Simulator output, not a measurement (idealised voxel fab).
process module | voxel self aligned vias
cross-section cut | 250 nm wide | cells 5 nm
A cross-section is a grid of square cells, given in bands from the top down. A band is one or more rows of cells.
Each band's line starts with the height of the band's top and of its bottom, in nm. Then come its materials from left to right, each with its width in nm. One material with "throughout" fills the band from edge to edge. "air" is empty space.
Height 0 is the level under which the wafer as received is all one material. The lowest band goes on downwards, as in "0 down".
A width such as "30 to 40" changes by the same amount from each row of cells to the next, from the band's top row to its bottom row.
"no change" after a step means that no cell of the cross-section changed.
closed voids: empty space of 8 cells or more with no open way to the top, each as width x height at its distance from the left edge, in nm
after a step's settings: what the simulator itself notes on the step
overlay nm, on a step with a mask: how far to the right of its planned place the mask lay; to the left if negative
plan
1 op RECEIVE | material Si
2 op CONFORMAL_DEP | material SiO2 | thk nm 15
3 op CONFORMAL_DEP | material SiCN | thk nm 5
4 op DIRECTIONAL_DEP | material SiO2 | thk nm 25
5 op MASKED_ETCH | tone open | mask id LINES | width nm 25 | pitch nm 65 | etch materials SiO2 | depth nm 25 | overlay nm 0
6 op CONFORMAL_DEP | material TiN | thk nm 5
7 op FILL_DEP | material W | thk nm 5
8 op CMP | height nm 45
9 op SELECTIVE_ETCH | etch materials W Ru TiN | depth nm 10
10 op FILL_DEP | material SiN | thk nm 10
11 op CMP | height nm 45
12 op DIRECTIONAL_DEP | material SiO2 | thk nm 20
13 op MASKED_ETCH | tone open | mask id VIAS | width nm 35 | pitch nm 65 | etch materials SiO2 | depth nm 20 | overlay nm 0
14 op MASKED_ETCH | tone open | mask id VIAS | width nm 35 | pitch nm 65 | etch materials SiN | depth nm 10 | overlay nm 0
15 op CONFORMAL_DEP | material TiN | thk nm 5
16 op FILL_DEP | material W | thk nm 10
17 op CMP | height nm 65
18 op CONFORMAL_DEP | material SiN | thk nm 5
first wafer, as planned
as received, after step 1
  0 down: Si throughout
  closed voids: none
after step 2
  15 to 0: SiO2 throughout
  below 0: unchanged
after step 3
  20 to 15: SiCN throughout
  below 15: unchanged
after step 4
  45 to 20: SiO2 throughout
  below 20: unchanged
after step 5
  45 to 20: SiO2 80 | air 25 | SiO2 40 | air 25 | SiO2 80
  below 20: unchanged
after step 6
  50 to 45: TiN 85 | air 15 | TiN 50 | air 15 | TiN 85
  45 to 25: SiO2 80 | TiN 5 | air 15 | TiN 5 | SiO2 40 | TiN 5 | air 15 | TiN 5 | SiO2 80
  25 to 20: SiO2 80 | TiN 25 | SiO2 40 | TiN 25 | SiO2 80
  below 20: unchanged
after step 7
  55 to 50: W throughout
  50 to 45: TiN 85 | W 15 | TiN 50 | W 15 | TiN 85
  45 to 25: SiO2 80 | TiN 5 | W 15 | TiN 5 | SiO2 40 | TiN 5 | W 15 | TiN 5 | SiO2 80
  below 25: unchanged
after step 8
  45 to 25: SiO2 80 | TiN 5 | W 15 | TiN 5 | SiO2 40 | TiN 5 | W 15 | TiN 5 | SiO2 80
  below 25: unchanged
after step 9
  45 to 35: SiO2 80 | air 25 | SiO2 40 | air 25 | SiO2 80
  below 35: unchanged
after step 10
  55 to 45: SiN throughout
  45 to 35: SiO2 80 | SiN 25 | SiO2 40 | SiN 25 | SiO2 80
  below 35: unchanged
after step 11
  45 to 35: SiO2 80 | SiN 25 | SiO2 40 | SiN 25 | SiO2 80
  below 35: unchanged
after step 12
  65 to 45: SiO2 throughout
  below 45: unchanged
after step 13
  65 to 45: SiO2 75 | air 35 | SiO2 30 | air 35 | SiO2 75
  below 45: unchanged
after step 14
  65 to 45: SiO2 75 | air 35 | SiO2 30 | air 35 | SiO2 75
  45 to 35: SiO2 80 | air 25 | SiO2 40 | air 25 | SiO2 80
  below 35: unchanged
after step 15
  70 to 65: TiN 80 | air 25 | TiN 40 | air 25 | TiN 80
  65 to 50: SiO2 75 | TiN 5 | air 25 | TiN 5 | SiO2 30 | TiN 5 | air 25 | TiN 5 | SiO2 75
  50 to 40: SiO2 75 to 80 | TiN 10 to 5 | air 15 | TiN 10 to 5 | SiO2 30 to 40 | TiN 10 to 5 | air 15 | TiN 10 to 5 | SiO2 75 to 80
  40 to 35: SiO2 80 | TiN 25 | SiO2 40 | TiN 25 | SiO2 80
  below 35: unchanged
after step 16
  80 to 70: W throughout
  70 to 65: TiN 80 | W 25 | TiN 40 | W 25 | TiN 80
  65 to 50: SiO2 75 | TiN 5 | W 25 | TiN 5 | SiO2 30 | TiN 5 | W 25 | TiN 5 | SiO2 75
  50 to 40: SiO2 75 to 80 | TiN 10 to 5 | W 15 | TiN 10 to 5 | SiO2 30 to 40 | TiN 10 to 5 | W 15 | TiN 10 to 5 | SiO2 75 to 80
  below 40: unchanged
after step 17
  65 to 50: SiO2 75 | TiN 5 | W 25 | TiN 5 | SiO2 30 | TiN 5 | W 25 | TiN 5 | SiO2 75
  below 50: unchanged
after step 18
  70 to 65: SiN throughout
  below 65: unchanged
second wafer: like start, like plan, one mistake. Through step 6 it matches the first wafer
when step 7 should have ended
  55 to 50: SiCN throughout
  50 to 45: TiN 85 | SiCN 15 | TiN 50 | SiCN 15 | TiN 85
  45 to 25: SiO2 80 | TiN 5 | SiCN 15 | TiN 5 | SiO2 40 | TiN 5 | SiCN 15 | TiN 5 | SiO2 80
  below 25: unchanged
when step 8 should have ended
  45 to 25: SiO2 80 | TiN 5 | SiCN 15 | TiN 5 | SiO2 40 | TiN 5 | SiCN 15 | TiN 5 | SiO2 80
  below 25: unchanged
when step 9 should have ended
  45 to 35: SiO2 80 | air 5 | SiCN 15 | air 5 | SiO2 40 | air 5 | SiCN 15 | air 5 | SiO2 80
  below 35: unchanged
when step 10 should have ended
  55 to 45: SiN throughout
  45 to 35: SiO2 80 | SiN 5 | SiCN 15 | SiN 5 | SiO2 40 | SiN 5 | SiCN 15 | SiN 5 | SiO2 80
  below 35: unchanged
when step 11 should have ended
  45 to 35: SiO2 80 | SiN 5 | SiCN 15 | SiN 5 | SiO2 40 | SiN 5 | SiCN 15 | SiN 5 | SiO2 80
  below 35: unchanged
when step 12 should have ended
  65 to 45: SiO2 throughout
  below 45: unchanged
when step 13 should have ended
  65 to 45: SiO2 75 | air 35 | SiO2 30 | air 35 | SiO2 75
  below 45: unchanged
when step 14 should have ended
  65 to 45: SiO2 75 | air 35 | SiO2 30 | air 35 | SiO2 75
  45 to 35: SiO2 80 | air 5 | SiCN 15 | air 5 | SiO2 40 | air 5 | SiCN 15 | air 5 | SiO2 80
  below 35: unchanged
when step 15 should have ended
  70 to 65: TiN 80 | air 25 | TiN 40 | air 25 | TiN 80
  65 to 50: SiO2 75 | TiN 5 | air 25 | TiN 5 | SiO2 30 | TiN 5 | air 25 | TiN 5 | SiO2 75
  50 to 45: SiO2 75 | TiN 35 | SiO2 30 | TiN 35 | SiO2 75
  45 to 25: SiO2 80 | TiN 5 | SiCN 15 | TiN 5 | SiO2 40 | TiN 5 | SiCN 15 | TiN 5 | SiO2 80
  below 25: unchanged
when step 16 should have ended
  80 to 70: W throughout
  70 to 65: TiN 80 | W 25 | TiN 40 | W 25 | TiN 80
  65 to 50: SiO2 75 | TiN 5 | W 25 | TiN 5 | SiO2 30 | TiN 5 | W 25 | TiN 5 | SiO2 75
  below 50: unchanged
when step 17 should have ended
  65 to 50: SiO2 75 | TiN 5 | W 25 | TiN 5 | SiO2 30 | TiN 5 | W 25 | TiN 5 | SiO2 75
  below 50: unchanged
when step 18 should have ended
  70 to 65: SiN throughout
  below 65: unchanged
what went wrong: step 7 ran as: op FILL_DEP | material SiCN | thk nm 5
at the end the second wafer has, in cells: 24 more of SiCN | 24 fewer of W
